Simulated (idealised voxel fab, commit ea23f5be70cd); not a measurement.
Process module heading - voxel released beams
Cross-section cut spans 175 nm and uses square cells 5 nm in size.
In this document a cross-section is written as a grid of square cells. It is given as a series of bands, listed from the top down, and a band is one or more rows of cells. What a band's entry tells you: where the top is and where the bottom is, as heights in nm, and after that what lies inside, material by material from left to right, each with its width in nm. Empty space is written as the word "air", and a single material marked with the word "edge to edge" occupies the band from edge to edge. Heights are reckoned from 0. Under this level, the received wafer is all of one material. The bottommost band is open-ended downward, for example "0..down". The notation "30..40" denotes a width that varies across the rows of cells in the band, beginning at the first number in the top row, finishing at the second number in the bottom row, and changing by an identical amount from each row to the next. Key: "stayed the same" - step with no changed cell in the cross-section. Under "Internal closed voids" you'll find the enclosed gaps, the ones with no way out to the top, that are 8 cells or bigger; each reads width x height at distance, with distance counted from the left edge, everything in nm. Step line, after settings: the simulator's comment on this step. overlay nm: mask offset rightward from planned place, masked step; negative means leftward offset.
-- Set out below are the planned steps of the process
1. op RECEIVE | material Si
2. op CONFORMAL_DEP | material SiN | thk nm 5
3. op DIRECTIONAL_DEP | material SiO2 | thk nm 15
4. op PATTERN | tone open | mask id ANCHOR | material resist | width nm 25 | thk nm 15 | overlay nm 0
5. op DIRECTIONAL_ETCH | etch materials SiO2 | depth nm 15
6. op STRIP | etch materials resist
7. op CONFORMAL_DEP | material TiN | thk nm 10
8. op DIRECTIONAL_DEP | material aC | thk nm 15
9. op PATTERN | tone cover | mask id BEAM | material resist | width nm 95 | thk nm 30 | overlay nm 0
10. op DIRECTIONAL_ETCH | etch materials aC | depth nm 15
11. op STRIP | etch materials resist
12. op DIRECTIONAL_ETCH | etch materials TiN | depth nm 5
13. op STRIP | etch materials aC
14. op STRIP | etch materials SiO2
All wafers enter the flow in the same state. The depth nm at step 12 differs from wafer to wafer, and the plan gives the value for the first wafer.
-- Here's the first of the wafers in cross-section, just as we got it, i.e. after step 1
> 0..down  Si edge to edge
> Internal closed voids: none
-- Cross-section after step 14, the final step of the module, for the first of several wafers
> 30..25  35 air  15 TiN  5 air  75 TiN  45 air
> 25..20  50 TiN  5 air  120 TiN
> 20..15  40 SiO2  10 TiN  5 air  10 TiN  110 SiO2
> 15..5  40 SiO2  25 TiN  110 SiO2
> 5..0  SiN edge to edge
> 0..down  Si edge to edge
> Internal closed voids: none
-- X-section, last wafer, module end
> 30..20  35 air  15 TiN  5 air  75 TiN  45 air
> 20..15  40 air  10 TiN  5 air  10 TiN  110 air
> 15..5  40 air  25 TiN  110 air
> 5..0  SiN edge to edge
> 0..down  Si edge to edge
> Internal closed voids: none
-- Each row below is a wafer at the end of the module, listing for every material the number of cells it has gained (+) or lost (-) since it was received, followed by its closed voids
depth nm 5 | +35 SiN | +90 SiO2 | +66 TiN | Internal closed voids: none
depth nm 10 | +35 SiN | +50 TiN | Internal closed voids: none
depth nm 15 | +35 SiN | +50 TiN | Internal closed voids: none
depth nm 20 | +35 SiN | +50 TiN | Internal closed voids: none
depth nm 25 | +35 SiN | +50 TiN | Internal closed voids: none
